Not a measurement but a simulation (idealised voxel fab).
process module | voxel gate over fins
Cross-sectional view cut (width: 295 nm; square cell size: 5 nm).
We lay out every cross-section as a grid of square cells and spell it out in bands from the top down, where one band means one or more rows of cells. The entry gives the band's vertical extent as a top height and a bottom height in nm, then its horizontal make-up as materials from left to right, each with a width in nm. "blank" stands for empty space; a single material marked "throughout" fills the band edge to edge. All heights in this document are referenced to 0, defined as the level beneath which the wafer, as received, consists entirely of one material. The lowest band is not bounded below; it extends indefinitely downward and is written in the form "0 -> down". Graded width ("30->40"): value in top row of band = first number; value in bottom row = second number; row-to-row change constant. "no change" (step): cross-section cells unchanged, all of them. For the entry "Completely sealed voids", the listed items are empty spaces with no open way to the top whose size is 8 cells or more; each item follows the pattern width x height at distance, where distance is from the left edge and all three are in nm. On a step's line, text after the settings is the simulator commenting on that step. If you see "overlay nm" on a step's line and that step has a mask, it's telling you how far right of where it was planned the mask ended up; a negative number means it went left instead.
# Steps in the process plan
1) RECEIVE, material Si
2) CONFORMAL_DEP, material SiN, thk nm 5
3) PATTERN, tone cover, mask id FINS, material resist, width nm 15, pitch nm 35, thk nm 15, overlay nm 0
4) DIRECTIONAL_ETCH, etch materials SiN, depth nm 5
5) DIRECTIONAL_ETCH, etch materials Si, depth nm 40
6) STRIP, etch materials resist
7) FILL_DEP, material SiO2, thk nm 5
8) CMP, height nm 5
9) SELECTIVE_ETCH, etch materials SiO2, depth nm 20
10) STRIP, etch materials SiN
11) CONFORMAL_DEP, material HfO2, thk nm 5
12) CONFORMAL_DEP, material TiN, thk nm 5
13) CONFORMAL_DEP, material TiAl, thk nm 5
14) CONFORMAL_DEP, material TiN, thk nm 5
15) FILL_DEP, material W, thk nm 15
16) CMP, height nm 30
17) CONFORMAL_DEP, material SiCN, thk nm 10
# Cross-section of the wafer upon arrival, representing the state reached after step 1
  0 -> down  Si throughout
  Completely sealed voids: none
# Below is the wafer in cross-section after the module was completed. It began from the starting point shown above and followed the plan shown above, except that one mistake was made while running it
  40 -> 30  SiCN throughout
  30 -> 20  W throughout
  20 -> 15  60 W / 160 TiN / 75 W
  15 -> 10  60 W / 5 TiN / 150 TiAl / 5 TiN / 75 W
  10 -> 5  60 W / 5 TiN / 5 TiAl / 140 TiN / 5 TiAl / 5 TiN / 75 W
  5 -> 0  65 TiN / 5 TiAl / 5 TiN / 25 HfO2 / 10 TiN / 25 HfO2 / 10 TiN / 25 HfO2 / 10 TiN / 25 HfO2 / 5 TiN / 5 TiAl / 80 TiN
  0 -> -5  70 TiAl / 5 TiN / 5 HfO2 / 15 Si / 5 HfO2 / 10 TiN / 5 HfO2 / 15 Si / 5 HfO2 / 10 TiN / 5 HfO2 / 15 Si / 5 HfO2 / 10 TiN / 5 HfO2 / 15 Si / 5 HfO2 / 5 TiN / 85 TiAl
  -5 -> -10  75 TiN / 5 HfO2 / 15 Si / 5 HfO2 / 10 TiN / 5 HfO2 / 15 Si / 5 HfO2 / 10 TiN / 5 HfO2 / 15 Si / 5 HfO2 / 10 TiN / 5 HfO2 / 15 Si / 5 HfO2 / 90 TiN
  -10 -> -15  80 HfO2 / 15 Si / 20 HfO2 / 15 Si / 20 HfO2 / 15 Si / 20 HfO2 / 15 Si / 95 HfO2
  -15 -> -40  80 SiO2 / 15 Si / 20 SiO2 / 15 Si / 20 SiO2 / 15 Si / 20 SiO2 / 15 Si / 95 SiO2
  -40 -> down  Si throughout
  Completely sealed voids: none
Finding, execution versus plan: the process deviated at step 3: the operation and settings actually run there were PATTERN, tone cover, mask id FINS, material resist, width nm 15, pitch nm 35, thk nm 15, overlay nm -5
